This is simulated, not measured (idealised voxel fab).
This is a process module. Its name is voxel wiring stack.
Pictured: cross-section cut, 300 nm wide, on a grid of 5 nm square cells.
Cross-section, as written here: a square-cell grid given band by band from the top down, where a band holds one or more rows of cells. Look at the band entry: it leads with the top's height and the bottom's height in nm. Then it lists the materials left to right, with a width in nm for each. The word "full width" on a single material says that material fills the band edge to edge. The word "air" is empty space. Height is counted from the level 0, under which the received wafer is composed throughout of one material. The lowest of the bands is not closed at the bottom but continues downward, in the notation "top 0, no bottom". Width: "30->40" (first number = top row, second number = bottom row, same change from row to row of cells). Where a step carries "remains unaltered", the cross-section came out of it unchanged, cell for cell. "Fully sealed voids" means: voids of 8 cells or more that are shut off from the top with no open way through. Written width x height at distance, distance from the left edge, in nm. The remark found on a step's line after its settings is issued by the simulator itself and pertains to that step. overlay nm: for a step with a mask, the amount by which the mask lay right of where it was planned; a negative amount means left of it. Below you will find pairs of cross-sections. In each, one shows the wafer before one process step and the other after it, with the after view ending at the lowest band that changed. Under each pair is the step separating them, along with its settings. Do not assume the pairs form a chain: they can come from different runs of this module on the same starting wafer, and a pair continues from the pair above it only when its "Pre-process" entry says so.
### Pre-process
    top 95, bottom 85 | SiO2 full width
    top 85, bottom 80 | SiCN full width
    top 80, bottom 70 | 85 nm SiO2; 5 nm SiCN; 10 nm Cu; 5 nm SiCN; 15 nm SiO2; 5 nm SiCN; 10 nm Cu; 5 nm SiCN; 15 nm SiO2; 5 nm SiCN; 10 nm Cu; 5 nm SiCN; 15 nm SiO2; 5 nm SiCN; 10 nm Cu; 5 nm SiCN; 90 nm SiO2
    top 70, bottom 65 | 85 nm SiO2; 5 nm SiCN; 5 nm Cu; 10 nm SiCN; 15 nm SiO2; 5 nm SiCN; 5 nm Cu; 10 nm SiCN; 15 nm SiO2; 5 nm SiCN; 5 nm Cu; 10 nm SiCN; 15 nm SiO2; 5 nm SiCN; 5 nm Cu; 10 nm SiCN; 90 nm SiO2
    top 65, bottom 50 | 85 nm SiO2; 5 nm SiCN; 5 nm Cu; 5 nm SiCN; 20 nm SiO2; 5 nm SiCN; 5 nm Cu; 5 nm SiCN; 20 nm SiO2; 5 nm SiCN; 5 nm Cu; 5 nm SiCN; 20 nm SiO2; 5 nm SiCN; 5 nm Cu; 5 nm SiCN; 95 nm SiO2
    top 50, bottom 45 | SiCN full width
    top 45, bottom 20 | 85 nm SiO2; 20 nm Ru; 15 nm SiO2; 20 nm Ru; 15 nm SiO2; 20 nm Ru; 15 nm SiO2; 20 nm Ru; 90 nm SiO2
    top 20, bottom 15 | 85 nm SiO2; 20 nm TiN; 15 nm SiO2; 20 nm TiN; 15 nm SiO2; 20 nm TiN; 15 nm SiO2; 20 nm TiN; 90 nm SiO2
    top 15, bottom 0 | SiO2 full width
    top 0, no bottom | Si full width
    Fully sealed voids: none
### Resultant Cross-Section
    top 95, bottom 85 | 85 nm SiO2; 15 nm air; 20 nm SiO2; 15 nm air; 20 nm SiO2; 15 nm air; 20 nm SiO2; 15 nm air; 95 nm SiO2
    All layers under 85 are left as they were.
    Fully sealed voids: none
So what happens between those two cross-sections up there? MASKED_ETCH: tone open, mask id PLUG_2, width nm 15, pitch nm 35, etch materials SiO2, depth nm 10, overlay nm 0
Pre-process: For the state before this step, see the after cross-section of the pair located directly above.
### Resultant Cross-Section
    top 95, bottom 85 | 85 nm SiO2; 15 nm air; 20 nm SiO2; 15 nm air; 20 nm SiO2; 15 nm air; 20 nm SiO2; 15 nm air; 95 nm SiO2
    top 85, bottom 80 | 85 nm SiCN; 15 nm air; 20 nm SiCN; 15 nm air; 20 nm SiCN; 15 nm air; 20 nm SiCN; 15 nm air; 95 nm SiCN
    All layers under 80 are left as they were.
    Fully sealed voids: none
So what happens between those two cross-sections up there? MASKED_ETCH: tone open, mask id PLUG_2, width nm 15, pitch nm 35, etch materials SiCN, depth nm 5, overlay nm 0
Pre-process: For the state before this step, see the after cross-section of the pair located directly above.
### Resultant Cross-Section
    top 95, bottom 90 | 85 nm SiO2; 15 nm air; 20 nm SiO2; 15 nm air; 20 nm SiO2; 15 nm air; 20 nm SiO2; 15 nm air; 95 nm SiO2
    top 90, bottom 85 | 85 nm SiO2; 15 nm Ru; 20 nm SiO2; 15 nm Ru; 20 nm SiO2; 15 nm Ru; 20 nm SiO2; 15 nm Ru; 95 nm SiO2
    top 85, bottom 80 | 85 nm SiCN; 15 nm Ru; 20 nm SiCN; 15 nm Ru; 20 nm SiCN; 15 nm Ru; 20 nm SiCN; 15 nm Ru; 95 nm SiCN
    All layers under 80 are left as they were.
    Fully sealed voids: none
So what happens between those two cross-sections up there? EPI: material Ru, thk nm 10
Pre-process: For the state before this step, see the after cross-section of the pair located directly above.
### Resultant Cross-Section
    top 95, bottom 85 | 85 nm SiO2; 15 nm Ru; 20 nm SiO2; 15 nm Ru; 20 nm SiO2; 15 nm Ru; 20 nm SiO2; 15 nm Ru; 95 nm SiO2
    All layers under 85 are left as they were.
    Fully sealed voids: none
So what happens between those two cross-sections up there? EPI: material Ru, thk nm 5
Pre-process: For the state before this step, see the after cross-section of the pair located directly above.
### Resultant Cross-Section
    top 100, bottom 95 | TiN full width
    All layers under 95 are left as they were.
    Fully sealed voids: none
So what happens between those two cross-sections up there? DIRECTIONAL_DEP: material TiN, thk nm 5
Pre-process: For the state before this step, see the after cross-section of the pair located directly above.
### Resultant Cross-Section
    top 120, bottom 100 | Ru full width
    All layers under 100 are left as they were.
    Fully sealed voids: none
So what happens between those two cross-sections up there? DIRECTIONAL_DEP: material Ru, thk nm 20
Pre-process: For the state before this step, see the after cross-section of the pair located directly above.
### Resultant Cross-Section
    top 120, bottom 100 | 85 nm air; 20 nm Ru; 15 nm air; 20 nm Ru; 15 nm air; 20 nm Ru; 15 nm air; 20 nm Ru; 90 nm air
    All layers under 100 are left as they were.
    Fully sealed voids: none
So what happens between those two cross-sections up there? MASKED_ETCH: tone cover, mask id METAL_3, width nm 20, pitch nm 35, etch materials Ru, depth nm 20, overlay nm 0
Pre-process: For the state before this step, see the after cross-section of the pair located directly above.
### Resultant Cross-Section
    top 120, bottom 100 | 85 nm air; 20 nm Ru; 15 nm air; 20 nm Ru; 15 nm air; 20 nm Ru; 15 nm air; 20 nm Ru; 90 nm air
    top 100, bottom 95 | 85 nm air; 20 nm TiN; 15 nm air; 20 nm TiN; 15 nm air; 20 nm TiN; 15 nm air; 20 nm TiN; 90 nm air
    All layers under 95 are left as they were.
    Fully sealed voids: none
So what happens between those two cross-sections up there? MASKED_ETCH: tone cover, mask id METAL_3, width nm 20, pitch nm 35, etch materials TiN, depth nm 5, overlay nm 0
Pre-process: For the state before this step, see the after cross-section of the pair located directly above.
### Resultant Cross-Section
    top 130, bottom 120 | SiO2 full width
    top 120, bottom 100 | 85 nm SiO2; 20 nm Ru; 15 nm SiO2; 20 nm Ru; 15 nm SiO2; 20 nm Ru; 15 nm SiO2; 20 nm Ru; 90 nm SiO2
    top 100, bottom 95 | 85 nm SiO2; 20 nm TiN; 15 nm SiO2; 20 nm TiN; 15 nm SiO2; 20 nm TiN; 15 nm SiO2; 20 nm TiN; 90 nm SiO2
    All layers under 95 are left as they were.
    Fully sealed voids: none
So what happens between those two cross-sections up there? FILL_DEP: material SiO2, thk nm 10
Pre-process: For the state before this step, see the after cross-section of the pair located directly above.
### Resultant Cross-Section
    top 120, bottom 100 | 85 nm SiO2; 20 nm Ru; 15 nm SiO2; 20 nm Ru; 15 nm SiO2; 20 nm Ru; 15 nm SiO2; 20 nm Ru; 90 nm SiO2
    All layers under 100 are left as they were.
    Fully sealed voids: none
So what happens between those two cross-sections up there? CMP: height nm 120
Pre-process: For the state before this step, see the after cross-section of the pair located directly above.
### Resultant Cross-Section
    top 125, bottom 120 | SiCN full width
    All layers under 120 are left as they were.
    Fully sealed voids: none
So what happens between those two cross-sections up there? CONFORMAL_DEP: material SiCN, thk nm 5
Pre-process: For the state before this step, see the after cross-section of the pair located directly above.
### Resultant Cross-Section
    top 145, bottom 125 | SiO2 full width
    All layers under 125 are left as they were.
    Fully sealed voids: none
So what happens between those two cross-sections up there? DIRECTIONAL_DEP: material SiO2, thk nm 20
Pre-process: For the state before this step, see the after cross-section of the pair located directly above.
### Resultant Cross-Section
    top 155, bottom 145 | aC full width
    All layers under 145 are left as they were.
    Fully sealed voids: none
So what happens between those two cross-sections up there? DIRECTIONAL_DEP: material aC, thk nm 10
Pre-process: For the state before this step, see the after cross-section of the pair located directly above.
### Resultant Cross-Section
    top 180, bottom 155 | 85 nm resist; 15 nm air; 20 nm resist; 15 nm air; 20 nm resist; 15 nm air; 20 nm resist; 15 nm air; 95 nm resist
    All layers under 155 are left as they were.
    Fully sealed voids: none
So what happens between those two cross-sections up there? PATTERN: tone open, mask id PLUG_3, material resist, width nm 15, pitch nm 35, thk nm 25, overlay nm 0
Pre-process: For the state before this step, see the after cross-section of the pair located directly above.
### Resultant Cross-Section
    top 170, bottom 155 | 85 nm resist; 15 nm air; 20 nm resist; 15 nm air; 20 nm resist; 15 nm air; 20 nm resist; 15 nm air; 95 nm resist
    top 155, bottom 145 | 85 nm aC; 15 nm air; 20 nm aC; 15 nm air; 20 nm aC; 15 nm air; 20 nm aC; 15 nm air; 95 nm aC
    All layers under 145 are left as they were.
    Fully sealed voids: none
So what happens between those two cross-sections up there? DIRECTIONAL_ETCH: etch materials aC, depth nm 10
Pre-process: For the state before this step, see the after cross-section of the pair located directly above.
### Resultant Cross-Section
    top 155, bottom 145 | 85 nm aC; 15 nm air; 20 nm aC; 15 nm air; 20 nm aC; 15 nm air; 20 nm aC; 15 nm air; 95 nm aC
    All layers under 145 are left as they were.
    Fully sealed voids: none
So what happens between those two cross-sections up there? STRIP: etch materials resist
Pre-process: For the state before this step, see the after cross-section of the pair located directly above.
### Resultant Cross-Section
    top 155, bottom 145 | 85 nm aC; 15 nm air; 20 nm aC; 15 nm air; 20 nm aC; 15 nm air; 20 nm aC; 15 nm air; 95 nm aC
    top 145, bottom 125 | 85 nm SiO2; 15 nm air; 20 nm SiO2; 15 nm air; 20 nm SiO2; 15 nm air; 20 nm SiO2; 15 nm air; 95 nm SiO2
    All layers under 125 are left as they were.
    Fully sealed voids: none
So what happens between those two cross-sections up there? DIRECTIONAL_ETCH: etch materials SiO2, depth nm 20
Pre-process: For the state before this step, see the after cross-section of the pair located directly above.
### Resultant Cross-Section
    top 155, bottom 145 | 85 nm aC; 15 nm air; 20 nm aC; 15 nm air; 20 nm aC; 15 nm air; 20 nm aC; 15 nm air; 95 nm aC
    top 145, bottom 125 | 85 nm SiO2; 15 nm air; 20 nm SiO2; 15 nm air; 20 nm SiO2; 15 nm air; 20 nm SiO2; 15 nm air; 95 nm SiO2
    top 125, bottom 120 | 85 nm SiCN; 15 nm air; 20 nm SiCN; 15 nm air; 20 nm SiCN; 15 nm air; 20 nm SiCN; 15 nm air; 95 nm SiCN
    All layers under 120 are left as they were.
    Fully sealed voids: none
So what happens between those two cross-sections up there? DIRECTIONAL_ETCH: etch materials SiCN, depth nm 5
Pre-process: For the state before this step, see the after cross-section of the pair located directly above.
### Resultant Cross-Section
    top 145, bottom 125 | 85 nm SiO2; 15 nm air; 20 nm SiO2; 15 nm air; 20 nm SiO2; 15 nm air; 20 nm SiO2; 15 nm air; 95 nm SiO2
    All layers under 125 are left as they were.
    Fully sealed voids: none
So what happens between those two cross-sections up there? STRIP: etch materials aC
Pre-process: For the state before this step, see the after cross-section of the pair located directly above.
### Resultant Cross-Section
    top 150, bottom 145 | 90 nm TiN; 5 nm air; 30 nm TiN; 5 nm air; 30 nm TiN; 5 nm air; 30 nm TiN; 5 nm air; 100 nm TiN
    top 145, bottom 125 | 85 nm SiO2; 5 nm TiN; 5 nm air; 5 nm TiN; 20 nm SiO2; 5 nm TiN; 5 nm air; 5 nm TiN; 20 nm SiO2; 5 nm TiN; 5 nm air; 5 nm TiN; 20 nm SiO2; 5 nm TiN; 5 nm air; 5 nm TiN; 95 nm SiO2
    top 125, bottom 120 | 85 nm SiCN; 15 nm TiN; 20 nm SiCN; 15 nm TiN; 20 nm SiCN; 15 nm TiN; 20 nm SiCN; 15 nm TiN; 95 nm SiCN
    All layers under 120 are left as they were.
    Fully sealed voids: none
So what happens between those two cross-sections up there? CONFORMAL_DEP: material TiN, thk nm 5
Pre-process: For the state before this step, see the after cross-section of the pair located directly above.
### Resultant Cross-Section
    top 160, bottom 150 | Cu full width
    top 150, bottom 145 | 90 nm TiN; 5 nm Cu; 30 nm TiN; 5 nm Cu; 30 nm TiN; 5 nm Cu; 30 nm TiN; 5 nm Cu; 100 nm TiN
    top 145, bottom 125 | 85 nm SiO2; 5 nm TiN; 5 nm Cu; 5 nm TiN; 20 nm SiO2; 5 nm TiN; 5 nm Cu; 5 nm TiN; 20 nm SiO2; 5 nm TiN; 5 nm Cu; 5 nm TiN; 20 nm SiO2; 5 nm TiN; 5 nm Cu; 5 nm TiN; 95 nm SiO2
    All layers under 125 are left as they were.
    Fully sealed voids: none
So what happens between those two cross-sections up there? FILL_DEP: material Cu, thk nm 10
Pre-process: For the state before this step, see the after cross-section of the pair located directly above.
### Resultant Cross-Section
    top 145, bottom 125 | 85 nm SiO2; 5 nm TiN; 5 nm Cu; 5 nm TiN; 20 nm SiO2; 5 nm TiN; 5 nm Cu; 5 nm TiN; 20 nm SiO2; 5 nm TiN; 5 nm Cu; 5 nm TiN; 20 nm SiO2; 5 nm TiN; 5 nm Cu; 5 nm TiN; 95 nm SiO2
    All layers under 125 are left as they were.
    Fully sealed voids: none
So what happens between those two cross-sections up there? CMP: height nm 145
Pre-process: For the state before this step, see the after cross-section of the pair located directly above.
### Resultant Cross-Section
    top 150, bottom 145 | TiN full width
    All layers under 145 are left as they were.
    Fully sealed voids: none
So what happens between those two cross-sections up there? DIRECTIONAL_DEP: material TiN, thk nm 5
Pre-process: For the state before this step, see the after cross-section of the pair located directly above.
### Resultant Cross-Section
    top 175, bottom 150 | W full width
    All layers under 150 are left as they were.
    Fully sealed voids: none
So what happens between those two cross-sections up there? DIRECTIONAL_DEP: material W, thk nm 25
Pre-process: For the state before this step, see the after cross-section of the pair located directly above.
### Resultant Cross-Section
    top 175, bottom 150 | 85 nm air; 20 nm W; 15 nm air; 20 nm W; 15 nm air; 20 nm W; 15 nm air; 20 nm W; 90 nm air
    All layers under 150 are left as they were.
    Fully sealed voids: none
So what happens between those two cross-sections up there? MASKED_ETCH: tone cover, mask id METAL_4, width nm 20, pitch nm 35, etch materials W, depth nm 25, overlay nm 0
Pre-process: For the state before this step, see the after cross-section of the pair located directly above.
### Resultant Cross-Section
    top 175, bottom 150 | 85 nm air; 20 nm W; 15 nm air; 20 nm W; 15 nm air; 20 nm W; 15 nm air; 20 nm W; 90 nm air
    top 150, bottom 145 | 85 nm air; 20 nm TiN; 15 nm air; 20 nm TiN; 15 nm air; 20 nm TiN; 15 nm air; 20 nm TiN; 90 nm air
    All layers under 145 are left as they were.
    Fully sealed voids: none
So what happens between those two cross-sections up there? MASKED_ETCH: tone cover, mask id METAL_4, width nm 20, pitch nm 35, etch materials TiN, depth nm 5, overlay nm 0
Pre-process: For the state before this step, see the after cross-section of the pair located directly above.
### Resultant Cross-Section
    top 180, bottom 175 | 80 nm air; 30 nm SiN; 5 nm air; 30 nm SiN; 5 nm air; 30 nm SiN; 5 nm air; 30 nm SiN; 85 nm air
    top 175, bottom 150 | 80 nm air; 5 nm SiN; 20 nm W; 5 nm SiN; 5 nm air; 5 nm SiN; 20 nm W; 5 nm SiN; 5 nm air; 5 nm SiN; 20 nm W; 5 nm SiN; 5 nm air; 5 nm SiN; 20 nm W; 5 nm SiN; 85 nm air
    top 150, bottom 145 | 85 nm SiN; 20 nm TiN; 15 nm SiN; 20 nm TiN; 15 nm SiN; 20 nm TiN; 15 nm SiN; 20 nm TiN; 90 nm SiN
    All layers under 145 are left as they were.
    Fully sealed voids: none
So what happens between those two cross-sections up there? CONFORMAL_DEP: material SiN, thk nm 5
Pre-process: For the state before this step, see the after cross-section of the pair located directly above.
### Resultant Cross-Section
    top 185, bottom 180 | lowk full width
    top 180, bottom 175 | 80 nm lowk; 30 nm SiN; 5 nm lowk; 30 nm SiN; 5 nm lowk; 30 nm SiN; 5 nm lowk; 30 nm SiN; 85 nm lowk
    top 175, bottom 150 | 80 nm lowk; 5 nm SiN; 20 nm W; 5 nm SiN; 5 nm lowk; 5 nm SiN; 20 nm W; 5 nm SiN; 5 nm lowk; 5 nm SiN; 20 nm W; 5 nm SiN; 5 nm lowk; 5 nm SiN; 20 nm W; 5 nm SiN; 85 nm lowk
    All layers under 150 are left as they were.
    Fully sealed voids: none
So what happens between those two cross-sections up there? FILL_DEP: material lowk, thk nm 5
Pre-process: For the state before this step, see the after cross-section of the pair located directly above.
### Resultant Cross-Section
    top 175, bottom 150 | 80 nm lowk; 5 nm SiN; 20 nm W; 5 nm SiN; 5 nm lowk; 5 nm SiN; 20 nm W; 5 nm SiN; 5 nm lowk; 5 nm SiN; 20 nm W; 5 nm SiN; 5 nm lowk; 5 nm SiN; 20 nm W; 5 nm SiN; 85 nm lowk
    All layers under 150 are left as they were.
    Fully sealed voids: none
So what happens between those two cross-sections up there? CMP: height nm 175
Pre-process: For the state before this step, see the after cross-section of the pair located directly above.
### Resultant Cross-Section
    top 180, bottom 175 | SiN full width
    All layers under 175 are left as they were.
    Fully sealed voids: none
So what happens between those two cross-sections up there? CONFORMAL_DEP: material SiN, thk nm 5
### Pre-process
    top 80, bottom 50 | 85 nm SiO2; 15 nm air; 20 nm SiO2; 15 nm air; 20 nm SiO2; 15 nm air; 20 nm SiO2; 15 nm air; 95 nm SiO2
    top 50, bottom 45 | SiCN full width
    top 45, bottom 20 | 85 nm SiO2; 20 nm Ru; 15 nm SiO2; 20 nm Ru; 15 nm SiO2; 20 nm Ru; 15 nm SiO2; 20 nm Ru; 90 nm SiO2
    top 20, bottom 15 | 85 nm SiO2; 20 nm TiN; 15 nm SiO2; 20 nm TiN; 15 nm SiO2; 20 nm TiN; 15 nm SiO2; 20 nm TiN; 90 nm SiO2
    top 15, bottom 0 | SiO2 full width
    top 0, no bottom | Si full width
    Fully sealed voids: none
### Resultant Cross-Section
    top 100, bottom 80 | 85 nm air; 20 nm resist; 15 nm air; 20 nm resist; 15 nm air; 20 nm resist; 15 nm air; 20 nm resist; 90 nm air
    top 80, bottom 50 | 85 nm SiO2; 15 nm resist; 20 nm SiO2; 15 nm resist; 20 nm SiO2; 15 nm resist; 20 nm SiO2; 15 nm resist; 95 nm SiO2
    All layers under 50 are left as they were.
    Fully sealed voids: none
So what happens between those two cross-sections up there? PATTERN: tone cover, mask id METAL_2, material resist, width nm 20, pitch nm 35, thk nm 20, overlay nm 0
Pre-process: For the state before this step, see the after cross-section of the pair located directly above.
### Resultant Cross-Section
    top 100, bottom 80 | 85 nm air; 20 nm resist; 15 nm air; 20 nm resist; 15 nm air; 20 nm resist; 15 nm air; 20 nm resist; 90 nm air
    top 80, bottom 65 | 85 nm air; 15 nm resist; 5 nm SiO2; 15 nm air; 15 nm resist; 5 nm SiO2; 15 nm air; 15 nm resist; 5 nm SiO2; 15 nm air; 15 nm resist; 5 nm SiO2; 90 nm air
    All layers under 65 are left as they were.
    Fully sealed voids: none
So what happens between those two cross-sections up there? DIRECTIONAL_ETCH: etch materials SiO2, depth nm 15
Pre-process: For the state before this step, see the after cross-section of the pair located directly above.
### Resultant Cross-Section
    top 80, bottom 65 | 100 nm air; 5 nm SiO2; 30 nm air; 5 nm SiO2; 30 nm air; 5 nm SiO2; 30 nm air; 5 nm SiO2; 90 nm air
    top 65, bottom 50 | 85 nm SiO2; 15 nm air; 20 nm SiO2; 15 nm air; 20 nm SiO2; 15 nm air; 20 nm SiO2; 15 nm air; 95 nm SiO2
    All layers under 50 are left as they were.
    Fully sealed voids: none
So what happens between those two cross-sections up there? STRIP: etch materials resist
Pre-process: For the state before this step, see the after cross-section of the pair located directly above.
### Resultant Cross-Section
    top 85, bottom 80 | 95 nm air; 15 nm TiN; 20 nm air; 15 nm TiN; 20 nm air; 15 nm TiN; 20 nm air; 15 nm TiN; 85 nm air
    top 80, bottom 70 | 95 nm air; 5 nm TiN; 5 nm SiO2; 5 nm TiN; 20 nm air; 5 nm TiN; 5 nm SiO2; 5 nm TiN; 20 nm air; 5 nm TiN; 5 nm SiO2; 5 nm TiN; 20 nm air; 5 nm TiN; 5 nm SiO2; 5 nm TiN; 85 nm air
    top 70, bottom 65 | 90 nm TiN; 5 nm air; 5 nm TiN; 5 nm SiO2; 20 nm TiN; 5 nm air; 5 nm TiN; 5 nm SiO2; 20 nm TiN; 5 nm air; 5 nm TiN; 5 nm SiO2; 20 nm TiN; 5 nm air; 5 nm TiN; 5 nm SiO2; 90 nm TiN
    top 65, bottom 55 | 85 nm SiO2; 5 nm TiN; 5 nm air; 5 nm TiN; 20 nm SiO2; 5 nm TiN; 5 nm air; 5 nm TiN; 20 nm SiO2; 5 nm TiN; 5 nm air; 5 nm TiN; 20 nm SiO2; 5 nm TiN; 5 nm air; 5 nm TiN; 95 nm SiO2
    top 55, bottom 50 | 85 nm SiO2; 15 nm TiN; 20 nm SiO2; 15 nm TiN; 20 nm SiO2; 15 nm TiN; 20 nm SiO2; 15 nm TiN; 95 nm SiO2
    All layers under 50 are left as they were.
    Fully sealed voids: none
So what happens between those two cross-sections up there? CONFORMAL_DEP: material TiN, thk nm 5
Pre-process: For the state before this step, see the after cross-section of the pair located directly above.
### Resultant Cross-Section
    top 95, bottom 85 | Cu full width
    top 85, bottom 80 | 95 nm Cu; 15 nm TiN; 20 nm Cu; 15 nm TiN; 20 nm Cu; 15 nm TiN; 20 nm Cu; 15 nm TiN; 85 nm Cu
    top 80, bottom 70 | 95 nm Cu; 5 nm TiN; 5 nm SiO2; 5 nm TiN; 20 nm Cu; 5 nm TiN; 5 nm SiO2; 5 nm TiN; 20 nm Cu; 5 nm TiN; 5 nm SiO2; 5 nm TiN; 20 nm Cu; 5 nm TiN; 5 nm SiO2; 5 nm TiN; 85 nm Cu
    top 70, bottom 65 | 90 nm TiN; 5 nm Cu; 5 nm TiN; 5 nm SiO2; 20 nm TiN; 5 nm Cu; 5 nm TiN; 5 nm SiO2; 20 nm TiN; 5 nm Cu; 5 nm TiN; 5 nm SiO2; 20 nm TiN; 5 nm Cu; 5 nm TiN; 5 nm SiO2; 90 nm TiN
    top 65, bottom 55 | 85 nm SiO2; 5 nm TiN; 5 nm Cu; 5 nm TiN; 20 nm SiO2; 5 nm TiN; 5 nm Cu; 5 nm TiN; 20 nm SiO2; 5 nm TiN; 5 nm Cu; 5 nm TiN; 20 nm SiO2; 5 nm TiN; 5 nm Cu; 5 nm TiN; 95 nm SiO2
    All layers under 55 are left as they were.
    Fully sealed voids: none
So what happens between those two cross-sections up there? FILL_DEP: material Cu, thk nm 10
Pre-process: For the state before this step, see the after cross-section of the pair located directly above.
### Resultant Cross-Section
    top 80, bottom 70 | 95 nm Cu; 5 nm TiN; 5 nm SiO2; 5 nm TiN; 20 nm Cu; 5 nm TiN; 5 nm SiO2; 5 nm TiN; 20 nm Cu; 5 nm TiN; 5 nm SiO2; 5 nm TiN; 20 nm Cu; 5 nm TiN; 5 nm SiO2; 5 nm TiN; 85 nm Cu
    All layers under 70 are left as they were.
    Fully sealed voids: none
So what happens between those two cross-sections up there? CMP: height nm 80
Pre-process: For the state before this step, see the after cross-section of the pair located directly above.
### Resultant Cross-Section
    top 85, bottom 80 | SiCN full width
    All layers under 80 are left as they were.
    Fully sealed voids: none
So what happens between those two cross-sections up there? CONFORMAL_DEP: material SiCN, thk nm 5
Pre-process: For the state before this step, see the after cross-section of the pair located directly above.
### Resultant Cross-Section
    top 95, bottom 85 | SiO2 full width
    All layers under 85 are left as they were.
    Fully sealed voids: none
So what happens between those two cross-sections up there? DIRECTIONAL_DEP: material SiO2, thk nm 10
Pre-process: For the state before this step, see the after cross-section of the pair located directly above.
### Resultant Cross-Section
    top 95, bottom 85 | 85 nm SiO2; 15 nm air; 20 nm SiO2; 15 nm air; 20 nm SiO2; 15 nm air; 20 nm SiO2; 15 nm air; 95 nm SiO2
    All layers under 85 are left as they were.
    Fully sealed voids: none
So what happens between those two cross-sections up there? MASKED_ETCH: tone open, mask id PLUG_2, width nm 15, pitch nm 35, etch materials SiO2, depth nm 10, overlay nm 0
Pre-process: For the state before this step, see the after cross-section of the pair located directly above.
### Resultant Cross-Section
    top 95, bottom 85 | 85 nm SiO2; 15 nm air; 20 nm SiO2; 15 nm air; 20 nm SiO2; 15 nm air; 20 nm SiO2; 15 nm air; 95 nm SiO2
    top 85, bottom 80 | 85 nm SiCN; 15 nm air; 20 nm SiCN; 15 nm air; 20 nm SiCN; 15 nm air; 20 nm SiCN; 15 nm air; 95 nm SiCN
    All layers under 80 are left as they were.
    Fully sealed voids: none
So what happens between those two cross-sections up there? MASKED_ETCH: tone open, mask id PLUG_2, width nm 15, pitch nm 35, etch materials SiCN, depth nm 5, overlay nm 0
Pre-process: For the state before this step, see the after cross-section of the pair located directly above.
### Resultant Cross-Section
    top 95, bottom 90 | 85 nm SiO2; 15 nm air; 20 nm SiO2; 15 nm air; 20 nm SiO2; 15 nm air; 20 nm SiO2; 15 nm air; 95 nm SiO2
    top 90, bottom 85 | 85 nm SiO2; 15 nm Ru; 20 nm SiO2; 15 nm Ru; 20 nm SiO2; 15 nm Ru; 20 nm SiO2; 15 nm Ru; 95 nm SiO2
    top 85, bottom 80 | 85 nm SiCN; 15 nm Ru; 20 nm SiCN; 15 nm Ru; 20 nm SiCN; 15 nm Ru; 20 nm SiCN; 15 nm Ru; 95 nm SiCN
    All layers under 80 are left as they were.
    Fully sealed voids: none
So what happens between those two cross-sections up there? EPI: material Ru, thk nm 10
Pre-process: For the state before this step, see the after cross-section of the pair located directly above.
### Resultant Cross-Section
    top 95, bottom 85 | 85 nm SiO2; 15 nm Ru; 20 nm SiO2; 15 nm Ru; 20 nm SiO2; 15 nm Ru; 20 nm SiO2; 15 nm Ru; 95 nm SiO2
    All layers under 85 are left as they were.
    Fully sealed voids: none
So what happens between those two cross-sections up there? EPI: material Ru, thk nm 5
Pre-process: For the state before this step, see the after cross-section of the pair located directly above.
### Resultant Cross-Section
    top 100, bottom 95 | TiN full width
    All layers under 95 are left as they were.
    Fully sealed voids: none
So what happens between those two cross-sections up there? DIRECTIONAL_DEP: material TiN, thk nm 5
Pre-process: For the state before this step, see the after cross-section of the pair located directly above.
### Resultant Cross-Section
    top 120, bottom 100 | Ru full width
    All layers under 100 are left as they were.
    Fully sealed voids: none
So what happens between those two cross-sections up there? DIRECTIONAL_DEP: material Ru, thk nm 20
Pre-process: For the state before this step, see the after cross-section of the pair located directly above.
### Resultant Cross-Section
    top 120, bottom 100 | 85 nm air; 20 nm Ru; 15 nm air; 20 nm Ru; 15 nm air; 20 nm Ru; 15 nm air; 20 nm Ru; 90 nm air
    All layers under 100 are left as they were.
    Fully sealed voids: none
So what happens between those two cross-sections up there? MASKED_ETCH: tone cover, mask id METAL_3, width nm 20, pitch nm 35, etch materials Ru, depth nm 20, overlay nm 0
Pre-process: For the state before this step, see the after cross-section of the pair located directly above.
### Resultant Cross-Section
    top 120, bottom 100 | 85 nm air; 20 nm Ru; 15 nm air; 20 nm Ru; 15 nm air; 20 nm Ru; 15 nm air; 20 nm Ru; 90 nm air
    top 100, bottom 95 | 85 nm air; 20 nm TiN; 15 nm air; 20 nm TiN; 15 nm air; 20 nm TiN; 15 nm air; 20 nm TiN; 90 nm air
    All layers under 95 are left as they were.
    Fully sealed voids: none
So what happens between those two cross-sections up there? MASKED_ETCH: tone cover, mask id METAL_3, width nm 20, pitch nm 35, etch materials TiN, depth nm 5, overlay nm 0
Pre-process: For the state before this step, see the after cross-section of the pair located directly above.
### Resultant Cross-Section
    top 130, bottom 120 | SiO2 full width
    top 120, bottom 100 | 85 nm SiO2; 20 nm Ru; 15 nm SiO2; 20 nm Ru; 15 nm SiO2; 20 nm Ru; 15 nm SiO2; 20 nm Ru; 90 nm SiO2
    top 100, bottom 95 | 85 nm SiO2; 20 nm TiN; 15 nm SiO2; 20 nm TiN; 15 nm SiO2; 20 nm TiN; 15 nm SiO2; 20 nm TiN; 90 nm SiO2
    All layers under 95 are left as they were.
    Fully sealed voids: none
So what happens between those two cross-sections up there? FILL_DEP: material SiO2, thk nm 10
Pre-process: For the state before this step, see the after cross-section of the pair located directly above.
### Resultant Cross-Section
    top 120, bottom 100 | 85 nm SiO2; 20 nm Ru; 15 nm SiO2; 20 nm Ru; 15 nm SiO2; 20 nm Ru; 15 nm SiO2; 20 nm Ru; 90 nm SiO2
    All layers under 100 are left as they were.
    Fully sealed voids: none
So what happens between those two cross-sections up there? CMP: height nm 120
Pre-process: For the state before this step, see the after cross-section of the pair located directly above.
### Resultant Cross-Section
    top 125, bottom 120 | SiCN full width
    All layers under 120 are left as they were.
    Fully sealed voids: none
So what happens between those two cross-sections up there? CONFORMAL_DEP: material SiCN, thk nm 5
Pre-process: For the state before this step, see the after cross-section of the pair located directly above.
### Resultant Cross-Section
    top 145, bottom 125 | SiO2 full width
    All layers under 125 are left as they were.
    Fully sealed voids: none
So what happens between those two cross-sections up there? DIRECTIONAL_DEP: material SiO2, thk nm 20
Pre-process: For the state before this step, see the after cross-section of the pair located directly above.
### Resultant Cross-Section
    top 155, bottom 145 | aC full width
    All layers under 145 are left as they were.
    Fully sealed voids: none
So what happens between those two cross-sections up there? DIRECTIONAL_DEP: material aC, thk nm 10
Pre-process: For the state before this step, see the after cross-section of the pair located directly above.
### Resultant Cross-Section
    top 180, bottom 155 | 85 nm resist; 15 nm air; 20 nm resist; 15 nm air; 20 nm resist; 15 nm air; 20 nm resist; 15 nm air; 95 nm resist
    All layers under 155 are left as they were.
    Fully sealed voids: none
So what happens between those two cross-sections up there? PATTERN: tone open, mask id PLUG_3, material resist, width nm 15, pitch nm 35, thk nm 25, overlay nm 0
